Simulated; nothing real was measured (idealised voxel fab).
This is a process module. Its name is voxel released beams.
Square cells of 5 nm make up the cross-section cut, whose width is 180 nm.
Cross-section layout: square cells on a grid; listed as bands, top to bottom; a band spans one or more cell rows.
Band entry format. Leading values: height of top, height of bottom, nm. Remainder: materials in left-to-right order, each with its width in nm. Special words: "edge to edge" on a single material, which then fills the band edge to edge; "empty", empty space.
Height 0 is the level under which the wafer as received is all one material. The lowest band goes on downwards, as in "0 -> down".
Per-row width for "30->40": begins at first number (top row of band), ends at second number (bottom row), increment between rows held constant.
Where a step carries "identical to before", the cross-section came out of it unchanged, cell for cell.
Entry "Sealed internal cavities". Content: empty spaces with no open connection to the top, size 8 cells or greater. Each: width x height at distance. Distance: from left edge. Unit: nm.
That trailing text on a step's line, after the settings, is the simulator's own remark on the step.
A step's line can hold "overlay nm"; with a mask on that step, the setting says how far right of the planned place the mask lay, while a negative setting says it lay to the left.

### So here's the lineup of process steps we planned
1,RECEIVE with material Si
2,CONFORMAL_DEP with material Al2O3, thk nm 5
3,DIRECTIONAL_DEP with material SiO2, thk nm 20
4,PATTERN with tone open, mask id ANCHOR, material resist, width nm 40, thk nm 20, overlay nm 0
5,DIRECTIONAL_ETCH with etch materials SiO2, depth nm 20
6,STRIP with etch materials resist
7,CONFORMAL_DEP with material polySi, thk nm 15
8,DIRECTIONAL_DEP with material aC, thk nm 10
9,PATTERN with tone cover, mask id BEAM, material resist, width nm 120, thk nm 25, overlay nm 0
10,DIRECTIONAL_ETCH with etch materials aC, depth nm 10
11,STRIP with etch materials resist
12,DIRECTIONAL_ETCH with etch materials polySi, depth nm 15
13,STRIP with etch materials aC
14,STRIP with etch materials SiO2

### First of two wafers, with the run carried out as planned

### So this is the incoming wafer in cross-section - it's already been through step 1
    0 -> down: Si edge to edge
    Sealed internal cavities: none

### Once step 2 is through, the wafer looks like this in cross-section
    5 -> 0: Al2O3 edge to edge
    Everything below 0 is unchanged.

### Once step 3 is through, the wafer looks like this in cross-section
    25 -> 5: SiO2 edge to edge
    Everything below 5 is unchanged.

### Once step 4 is through, the wafer looks like this in cross-section
    45 -> 25: resist (30) | empty (40) | resist (110)
    Everything below 25 is unchanged.

### Once step 5 is through, the wafer looks like this in cross-section
    45 -> 25: resist (30) | empty (40) | resist (110)
    25 -> 5: SiO2 (30) | empty (40) | SiO2 (110)
    Everything below 5 is unchanged.

### Once step 6 is through, the wafer looks like this in cross-section
    25 -> 5: SiO2 (30) | empty (40) | SiO2 (110)
    Everything below 5 is unchanged.

### Once step 7 is through, the wafer looks like this in cross-section
    40 -> 25: polySi (45) | empty (10) | polySi (125)
    25 -> 20: SiO2 (30) | polySi (15) | empty (10) | polySi (15) | SiO2 (110)
    20 -> 5: SiO2 (30) | polySi (40) | SiO2 (110)
    Everything below 5 is unchanged.

### Once step 8 is through, the wafer looks like this in cross-section
    50 -> 40: aC (45) | empty (10) | aC (125)
    40 -> 30: polySi (45) | empty (10) | polySi (125)
    30 -> 25: polySi (45) | aC (10) | polySi (125)
    25 -> 20: SiO2 (30) | polySi (15) | aC (10) | polySi (15) | SiO2 (110)
    Everything below 20 is unchanged.

### Once step 9 is through, the wafer looks like this in cross-section
    75 -> 50: empty (25) | resist (120) | empty (35)
    50 -> 40: aC (45) | resist (10) | aC (125)
    40 -> 30: polySi (45) | resist (10) | polySi (125)
    Everything below 30 is unchanged.

### Once step 10 is through, the wafer looks like this in cross-section
    65 -> 50: empty (25) | resist (120) | empty (35)
    50 -> 40: empty (25) | aC (20) | resist (10) | aC (90) | empty (35)
    Everything below 40 is unchanged.

### Once step 11 is through, the wafer looks like this in cross-section
    50 -> 40: empty (25) | aC (20) | empty (10) | aC (90) | empty (35)
    40 -> 30: polySi (45) | empty (10) | polySi (125)
    Everything below 30 is unchanged.

### Once step 12 is through, the wafer looks like this in cross-section
    50 -> 40: empty (25) | aC (20) | empty (10) | aC (90) | empty (35)
    40 -> 30: empty (25) | polySi (20) | empty (10) | polySi (90) | empty (35)
    30 -> 25: empty (25) | polySi (20) | aC (10) | polySi (90) | empty (35)
    Everything below 25 is unchanged.

### Once step 13 is through, the wafer looks like this in cross-section
    40 -> 25: empty (25) | polySi (20) | empty (10) | polySi (90) | empty (35)
    25 -> 20: SiO2 (30) | polySi (15) | empty (10) | polySi (15) | SiO2 (110)
    Everything below 20 is unchanged.

### Once step 14 is through, the wafer looks like this in cross-section
    40 -> 25: empty (25) | polySi (20) | empty (10) | polySi (90) | empty (35)
    25 -> 20: empty (30) | polySi (15) | empty (10) | polySi (15) | empty (110)
    20 -> 5: empty (30) | polySi (40) | empty (110)
    Everything below 5 is unchanged.

### Second wafer - shared start and plan with the first - one error in running - same as the first up to step 3 inclusive

### Cross-section of the second wafer at the time by which step 4 should have been completed according to the plan
    45 -> 25: resist (35) | empty (35) | resist (110)
    Everything below 25 is unchanged.

### Cross-section of the second wafer at the time by which step 5 should have been completed according to the plan
    45 -> 25: resist (35) | empty (35) | resist (110)
    25 -> 5: SiO2 (35) | empty (35) | SiO2 (110)
    Everything below 5 is unchanged.

### Cross-section of the second wafer at the time by which step 6 should have been completed according to the plan
    25 -> 5: SiO2 (35) | empty (35) | SiO2 (110)
    Everything below 5 is unchanged.

### Cross-section of the second wafer at the time by which step 7 should have been completed according to the plan
    40 -> 25: polySi (50) | empty (5) | polySi (125)
    25 -> 20: SiO2 (35) | polySi (15) | empty (5) | polySi (15) | SiO2 (110)
    20 -> 5: SiO2 (35) | polySi (35) | SiO2 (110)
    Everything below 5 is unchanged.

### Cross-section of the second wafer at the time by which step 8 should have been completed according to the plan
    50 -> 40: aC (50) | empty (5) | aC (125)
    40 -> 30: polySi (50) | empty (5) | polySi (125)
    30 -> 25: polySi (50) | aC (5) | polySi (125)
    25 -> 20: SiO2 (35) | polySi (15) | aC (5) | polySi (15) | SiO2 (110)
    Everything below 20 is unchanged.

### Cross-section of the second wafer at the time by which step 9 should have been completed according to the plan
    75 -> 50: empty (25) | resist (120) | empty (35)
    50 -> 40: aC (50) | resist (5) | aC (125)
    40 -> 30: polySi (50) | resist (5) | polySi (125)
    Everything below 30 is unchanged.

### Cross-section of the second wafer at the time by which step 10 should have been completed according to the plan
    65 -> 50: empty (25) | resist (120) | empty (35)
    50 -> 40: empty (25) | aC (25) | resist (5) | aC (90) | empty (35)
    Everything below 40 is unchanged.

### Cross-section of the second wafer at the time by which step 11 should have been completed according to the plan
    50 -> 40: empty (25) | aC (25) | empty (5) | aC (90) | empty (35)
    40 -> 30: polySi (50) | empty (5) | polySi (125)
    Everything below 30 is unchanged.

### Cross-section of the second wafer at the time by which step 12 should have been completed according to the plan
    50 -> 40: empty (25) | aC (25) | empty (5) | aC (90) | empty (35)
    40 -> 30: empty (25) | polySi (25) | empty (5) | polySi (90) | empty (35)
    30 -> 25: empty (25) | polySi (25) | aC (5) | polySi (90) | empty (35)
    Everything below 25 is unchanged.

### Cross-section of the second wafer at the time by which step 13 should have been completed according to the plan
    40 -> 25: empty (25) | polySi (25) | empty (5) | polySi (90) | empty (35)
    25 -> 20: SiO2 (35) | polySi (15) | empty (5) | polySi (15) | SiO2 (110)
    Everything below 20 is unchanged.

### Cross-section of the second wafer at the time by which step 14 should have been completed according to the plan
    40 -> 25: empty (25) | polySi (25) | empty (5) | polySi (90) | empty (35)
    25 -> 20: empty (35) | polySi (15) | empty (5) | polySi (15) | empty (110)
    20 -> 5: empty (35) | polySi (35) | empty (110)
    Everything below 5 is unchanged.
Finding, execution versus plan: step 4 ran as: PATTERN with tone open, mask id ANCHOR, material resist, width nm 35, thk nm 20, overlay nm 0
Upon completion, the cell count for each material on the second wafer equals that on the first, whereas the spatial distribution of those cells differs.
